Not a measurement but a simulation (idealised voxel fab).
process module | voxel plated lines
cross-section cut | 215 nm wide | cells 5 nm
A cross-section is a grid of square cells, given in bands from the top down. A band is one or more rows of cells.
Each band's line starts with the height of the band's top and of its bottom, in nm. Then come its materials from left to right, each with its width in nm. One material with "throughout" fills the band from edge to edge. "air" is empty space.
Height 0 is the level under which the wafer as received is all one material. The lowest band goes on downwards, as in "0 down".
A width such as "30 to 40" changes by the same amount from each row of cells to the next, from the band's top row to its bottom row.
"no change" after a step means that no cell of the cross-section changed.
closed voids: empty space of 8 cells or more with no open way to the top, each as width x height at its distance from the left edge, in nm
after a step's settings: what the simulator itself notes on the step
overlay nm, on a step with a mask: how far to the right of its planned place the mask lay; to the left if negative
plan
1 op RECEIVE | material Si
2 op CONFORMAL_DEP | material SiN | thk nm 15
3 op DIRECTIONAL_DEP | material TiN | thk nm 5
4 op PATTERN | tone open | mask id LINES | material resist | width nm 25 | pitch nm 55 | thk nm 30 | overlay nm 0
5 op EPI | material Ru | thk nm 5
6 op EPI | material Ru | thk nm 5
7 op STRIP | etch materials resist
8 op DIRECTIONAL_ETCH | etch materials TiN | depth nm 5
9 op CONFORMAL_DEP | material SiO2 | thk nm 5
as received, after step 1
  0 down: Si throughout
  closed voids: none
first wafer at the end, as planned
  35 to 30: air 35 | SiO2 35 | air 20 | SiO2 35 | air 20 | SiO2 35 | air 35
  30 to 20: air 35 | SiO2 5 | Ru 25 | SiO2 5 | air 20 | SiO2 5 | Ru 25 | SiO2 5 | air 20 | SiO2 5 | Ru 25 | SiO2 5 | air 35
  20 to 15: SiO2 40 | TiN 25 | SiO2 30 | TiN 25 | SiO2 30 | TiN 25 | SiO2 40
  15 to 0: SiN throughout
  0 down: Si throughout
  closed voids: none
second wafer at the end: like start, like plan, one mistake
  35 to 30: air 35 | SiN 35 | air 20 | SiN 35 | air 20 | SiN 35 | air 35
  30 to 20: air 35 | SiN 5 | Ru 25 | SiN 5 | air 20 | SiN 5 | Ru 25 | SiN 5 | air 20 | SiN 5 | Ru 25 | SiN 5 | air 35
  20 to 15: SiN 40 | TiN 25 | SiN 30 | TiN 25 | SiN 30 | TiN 25 | SiN 40
  15 to 0: SiN throughout
  0 down: Si throughout
  closed voids: none
what went wrong: step 9 ran as: op CONFORMAL_DEP | material SiN | thk nm 5
at the end the second wafer has, in cells: 61 more of SiN | 61 fewer of SiO2
